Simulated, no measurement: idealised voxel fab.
The process module presented herein is designated voxel plated lines.
Each square cell in cross-section cut measures 5 nm, and the section as a whole is 265 nm wide.
We lay out every cross-section as a grid of square cells and spell it out in bands from the top down, where one band means one or more rows of cells.
Top, bottom (nm), then materials left to right with widths (nm); lone material tagged "everywhere" fills the whole band edge to edge; "empty" = empty space.
A quick word on heights: they are counted from 0, and under that level the wafer as it came to us is one material throughout. The lowest band is different from the rest in having no bottom; it simply continues downward, written as in "from 0 down".
Top row gets the first number, bottom row gets the second, and each row in between changes by the same step: that is how a band width like "30 to 40" works.
Reading "remained unchanged" for a step: not a cell of the cross-section changed in it.
In the "Encapsulated voids" entry, you get each enclosed empty space of 8 cells or more, one with no open way to the top, written width x height at distance, distance from the left edge, in nm.
Text after the settings on a step's line: the simulator's own remark on that step.
overlay nm: how far to the right of its planned place the mask lay on this masked step (negative: to the left).
So here's the lineup of process steps we planned
1. RECEIVE with material Si
2. CONFORMAL_DEP with material SiO2, thk nm 5
3. DIRECTIONAL_DEP with material TiN, thk nm 5
4. PATTERN with tone open, mask id LINES, material resist, width nm 15, pitch nm 40, thk nm 25, overlay nm 0
5. EPI with material Ru, thk nm 5
6. EPI with material Ru, thk nm 5
7. STRIP with etch materials resist
8. DIRECTIONAL_ETCH with etch materials TiN, depth nm 5
9. CONFORMAL_DEP with material SiCN, thk nm 10
Concerning the first of two wafers, which was run in accordance with the plan
as received, after step 1
* from 0 down | Si everywhere
* Encapsulated voids: none
Wafer section view after processing step 2
* from 5 to 0 | SiO2 everywhere
* Below 0, the layers are the same as they were.
Wafer section view after processing step 3
* from 10 to 5 | TiN everywhere
* Below 5, the layers are the same as they were.
Wafer section view after processing step 4
* from 35 to 10 | 105 of resist, 15 of empty, 25 of resist, 15 of empty, 105 of resist
* Below 10, the layers are the same as they were.
Wafer section view after processing step 5
* from 35 to 15 | 105 of resist, 15 of empty, 25 of resist, 15 of empty, 105 of resist
* from 15 to 10 | 105 of resist, 15 of Ru, 25 of resist, 15 of Ru, 105 of resist
* Below 10, the layers are the same as they were.
Wafer section view after processing step 6
* from 35 to 20 | 105 of resist, 15 of empty, 25 of resist, 15 of empty, 105 of resist
* from 20 to 10 | 105 of resist, 15 of Ru, 25 of resist, 15 of Ru, 105 of resist
* Below 10, the layers are the same as they were.
Wafer section view after processing step 7
* from 20 to 10 | 105 of empty, 15 of Ru, 25 of empty, 15 of Ru, 105 of empty
* Below 10, the layers are the same as they were.
Wafer section view after processing step 8
* from 20 to 10 | 105 of empty, 15 of Ru, 25 of empty, 15 of Ru, 105 of empty
* from 10 to 5 | 105 of empty, 15 of TiN, 25 of empty, 15 of TiN, 105 of empty
* Below 5, the layers are the same as they were.
Wafer section view after processing step 9
* from 30 to 20 | 95 of empty, 35 of SiCN, 5 of empty, 35 of SiCN, 95 of empty
* from 20 to 15 | 95 of empty, 10 of SiCN, 15 of Ru, 10 of SiCN, 5 of empty, 10 of SiCN, 15 of Ru, 10 of SiCN, 95 of empty
* from 15 to 10 | 105 of SiCN, 15 of Ru, 25 of SiCN, 15 of Ru, 105 of SiCN
* from 10 to 5 | 105 of SiCN, 15 of TiN, 25 of SiCN, 15 of TiN, 105 of SiCN
* Below 5, the layers are the same as they were.
second wafer: like start, like plan, one mistake. Through step 7 it matches the first wafer
Second wafer profile in section, at the moment step 8 of the plan was meant to be complete
* from 20 to 10 | 105 of empty, 15 of Ru, 25 of empty, 15 of Ru, 105 of empty
* from 10 to 5 | 105 of empty, 15 of TiN, 25 of empty, 15 of TiN, 105 of empty
* Below 5, the layers are the same as they were.
Second wafer profile in section, at the moment step 9 of the plan was meant to be complete
* from 30 to 20 | 95 of empty, 35 of SiCN, 5 of empty, 35 of SiCN, 95 of empty
* from 20 to 15 | 95 of empty, 10 of SiCN, 15 of Ru, 10 of SiCN, 5 of empty, 10 of SiCN, 15 of Ru, 10 of SiCN, 95 of empty
* from 15 to 10 | 105 of SiCN, 15 of Ru, 25 of SiCN, 15 of Ru, 105 of SiCN
* from 10 to 5 | 105 of SiCN, 15 of TiN, 25 of SiCN, 15 of TiN, 105 of SiCN
* Below 5, the layers are the same as they were.
Nonconformance to the process plan: twice over, step 8 of the plan was run
Upon completion, the cross-sectional profiles of the two wafers are identical; consequently, the error exerts no influence on the quantities computed by this model.
